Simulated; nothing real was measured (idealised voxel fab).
The following is a process module called voxel capacitor over wiring.
Section cut is 265 nm wide and gridded with 5 nm square cells.
When this document writes out a cross-section, it uses a grid of square cells and lists it as bands, beginning at the top and moving down, with a band standing for one or more rows of cells.
Look at the band entry: it leads with the top's height and the bottom's height in nm. Then it lists the materials left to right, with a width in nm for each. The word "edge to edge" on a single material says that material fills the band edge to edge. The word "empty" is empty space.
Zero point of the height axis is 0; under it, received wafer = one material. Lowest band: continues down indefinitely, "0 nm and below".
A two-number width, for instance "30->40", indicates that the width is equal to the first number in the top row of the band and to the second number in the bottom row, and that it changes by a constant amount per row of cells.
"nothing altered" after a step means that no cell of the cross-section changed.
If an empty space has no open way to the top and is at least 8 cells in size, "Entrapped void list" lists it, written width x height at distance, where distance is measured from the left edge and every value is in nm.
Read whatever lies past the settings on a step's line as the simulator's own remark about the step.
overlay nm: how far to the right of its planned place the mask lay on this masked step (negative: to the left).
[Intended process steps]
| 1 | RECEIVE | material Si |
| 2 | CONFORMAL_DEP | material SiO2 | thk nm 10 |
| 3 | DIRECTIONAL_DEP | material TiN | thk nm 5 |
| 4 | DIRECTIONAL_DEP | material W | thk nm 20 |
| 5 | PATTERN | tone cover | mask id METAL_1 | material resist | width nm 25 | pitch nm 75 | thk nm 20 | overlay nm 0 |
| 6 | DIRECTIONAL_ETCH | etch materials W | depth nm 20 |
| 7 | DIRECTIONAL_ETCH | etch materials TiN | depth nm 5 |
| 8 | STRIP | etch materials resist |
| 9 | FILL_DEP | material lowk | thk nm 10 |
| 10 | CMP | height nm 35 |
| 11 | CONFORMAL_DEP | material SiCN | thk nm 5 |
| 12 | DIRECTIONAL_DEP | material lowk | thk nm 20 |
| 13 | DIRECTIONAL_DEP | material aC | thk nm 15 |
| 14 | PATTERN | tone open | mask id PLUG_1 | material resist | width nm 15 | thk nm 30 | overlay nm 0 |
| 15 | DIRECTIONAL_ETCH | etch materials aC | depth nm 15 |
| 16 | STRIP | etch materials resist |
| 17 | DIRECTIONAL_ETCH | etch materials lowk | depth nm 20 |
| 18 | DIRECTIONAL_ETCH | etch materials SiCN | depth nm 5 |
| 19 | STRIP | etch materials aC |
| 20 | EPI | material Ru | thk nm 10 |
| 21 | EPI | material Ru | thk nm 10 |
| 22 | EPI | material Ru | thk nm 5 |
| 23 | DIRECTIONAL_DEP | material TiN | thk nm 5 |
| 24 | DIRECTIONAL_DEP | material SiN | thk nm 5 |
| 25 | DIRECTIONAL_DEP | material TiN | thk nm 10 |
| 26 | DIRECTIONAL_DEP | material aC | thk nm 15 |
| 27 | PATTERN | tone cover | mask id UPPER_PLATE | material resist | width nm 55 | thk nm 30 | overlay nm 0 |
| 28 | DIRECTIONAL_ETCH | etch materials aC | depth nm 15 |
| 29 | STRIP | etch materials resist |
| 30 | DIRECTIONAL_ETCH | etch materials TiN | depth nm 10 |
| 31 | DIRECTIONAL_ETCH | etch materials SiN | depth nm 5 |
| 32 | STRIP | etch materials aC |
| 33 | MASKED_ETCH | tone cover | mask id LOWER_PLATE | width nm 65 | etch materials TiN | depth nm 5 | overlay nm 0 |
| 34 | FILL_DEP | material SiO2 | thk nm 15 |
| 35 | CMP | height nm 90 |
| 36 | DIRECTIONAL_DEP | material aC | thk nm 15 |
| 37 | PATTERN | tone open | mask id PLUG_2 | material resist | width nm 15 | thk nm 30 | overlay nm 0 |
| 38 | DIRECTIONAL_ETCH | etch materials aC | depth nm 15 |
| 39 | STRIP | etch materials resist |
| 40 | DIRECTIONAL_ETCH | etch materials SiO2 | depth nm 10 |
| 41 | STRIP | etch materials aC |
| 42 | CONFORMAL_DEP | material TiN | thk nm 5 |
| 43 | FILL_DEP | material W | thk nm 10 |
| 44 | CMP | height nm 90 |
| 45 | CONFORMAL_DEP | material SiCN | thk nm 5 |
[Wafer cross-section on receipt, i.e. after step 1]
	0 nm and below  Si edge to edge
	Entrapped void list: none
[Cross-sectional result after module completion. Note: starting condition and plan are unchanged from above; one processing mistake was made]
	95 nm to 90 nm  SiCN edge to edge
	90 nm to 85 nm  SiO2 (100)  TiN (5)  W (5)  TiN (5)  SiO2 (150)
	85 nm to 80 nm  SiO2 (100)  TiN (15)  SiO2 (150)
	80 nm to 70 nm  SiO2 (90)  TiN (15)  SiO2 (25)  TiN (15)  SiO2 (120)
	70 nm to 65 nm  SiO2 (90)  SiN (15)  SiO2 (25)  SiN (15)  SiO2 (120)
	65 nm to 60 nm  SiO2 (85)  TiN (20)  SiO2 (25)  TiN (20)  SiO2 (115)
	60 nm to 55 nm  SiO2 (55)  Ru (35)  lowk (15)  SiO2 (25)  Ru (75)  SiO2 (60)
	55 nm to 45 nm  SiO2 (55)  Ru (35)  lowk (15)  TiN (25)  Ru (75)  SiO2 (60)
	45 nm to 40 nm  SiO2 (55)  Ru (35)  lowk (15)  SiN (25)  Ru (75)  SiO2 (60)
	40 nm to 35 nm  SiO2 (55)  Ru (35)  SiCN (15)  TiN (25)  Ru (75)  SiO2 (60)
	35 nm to 15 nm  lowk (80)  W (25)  lowk (50)  W (25)  lowk (85)
	15 nm to 10 nm  lowk (80)  TiN (25)  lowk (50)  TiN (25)  lowk (85)
	10 nm to 0 nm  SiO2 edge to edge
	0 nm and below  Si edge to edge
	Entrapped void list: none
Where did the run depart from the plan? step 14 ran differently from the plan; actual operation with settings: PATTERN | tone cover | mask id PLUG_1 | material resist | width nm 15 | thk nm 30 | overlay nm 0
